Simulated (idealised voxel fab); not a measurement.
voxel ribs on slabs: a process module
Cross-section cut: width 160 nm, square cells of 5 nm.
Cross-section, as written here: a square-cell grid given band by band from the top down, where a band holds one or more rows of cells. For a band, the entry starts with two heights in nm, that of the top and then that of the bottom, and carries on with the band's materials in order from left to right, each alongside its width in nm; the word "full width" beside a single material means it fills the band edge to edge, and "empty" means empty space. Height 0 is the level under which the wafer as received is all one material. The lowest band goes on downwards, as in "0 -> down". Width "30->40": first value at the band's top row of cells, second value at its bottom row, equal change from row to row. Basically "everything unchanged" means that step didn't change any cell in the cross-section. Empty spaces without an open route to the top, at least 8 cells in extent, make up the entry "Enclosed empty spaces"; each is given as width x height at distance, where the distance is measured from the left edge, and all are in nm. Anything after a step's settings on that line? It's the simulator's own note about the step. overlay nm: right-of-plan distance of the mask on a masked step; negative values mean left-of-plan.
These are the steps we planned for the process
1 RECEIVE (material Si)
2 DIRECTIONAL_DEP (material SiO2; thk nm 25)
3 DIRECTIONAL_DEP (material polySi; thk nm 20)
4 MASKED_ETCH (tone cover; mask id RIB; width nm 20; etch materials polySi; depth nm 5; overlay nm 0)
5 DIRECTIONAL_DEP (material aC; thk nm 10)
6 PATTERN (tone cover; mask id SLAB; material resist; width nm 50; thk nm 25; overlay nm 0)
7 DIRECTIONAL_ETCH (etch materials aC; depth nm 10)
8 STRIP (etch materials resist)
9 DIRECTIONAL_ETCH (etch materials polySi; depth nm 15)
10 STRIP (etch materials aC)
11 FILL_DEP (material SiO2; thk nm 25)
12 CMP (height nm 60)
13 DIRECTIONAL_DEP (material TiN; thk nm 5)
14 DIRECTIONAL_DEP (material aC; thk nm 15)
15 PATTERN (tone cover; mask id HEATER; material resist; width nm 30; thk nm 30; overlay nm 0)
16 DIRECTIONAL_ETCH (etch materials aC; depth nm 15)
17 STRIP (etch materials resist)
18 DIRECTIONAL_ETCH (etch materials TiN; depth nm 5)
19 STRIP (etch materials aC)
20 CONFORMAL_DEP (material SiN; thk nm 10)
Wafer cross-section on receipt, i.e. after step 1
* 0 -> down: Si full width
* Enclosed empty spaces: none
First of two wafers, end-of-module section, run followed plan
* 75 -> 70: 55 of empty, 50 of SiN, 55 of empty
* 70 -> 65: SiN full width
* 65 -> 60: 65 of SiN, 30 of TiN, 65 of SiN
* 60 -> 45: SiO2 full width
* 45 -> 40: 70 of SiO2, 20 of polySi, 70 of SiO2
* 40 -> 25: 55 of SiO2, 50 of polySi, 55 of SiO2
* 25 -> 0: SiO2 full width
* 0 -> down: Si full width
* Enclosed empty spaces: none
Wafer two (of two), end-of-module cross-section: start = wafer one, plan = wafer one, one run mistake
* 75 -> 70: 55 of empty, 50 of SiN, 55 of empty
* 70 -> 65: SiN full width
* 65 -> 60: 65 of SiN, 30 of TiN, 65 of SiN
* 60 -> 20: SiO2 full width
* 20 -> 0: polySi full width
* 0 -> down: Si full width
* Enclosed empty spaces: none
Plan not followed: steps 2 and 3: order swapped relative to plan
End check, counted in cells, second wafer has more or fewer of these materials than the first: -94 SiO2; +94 polySi
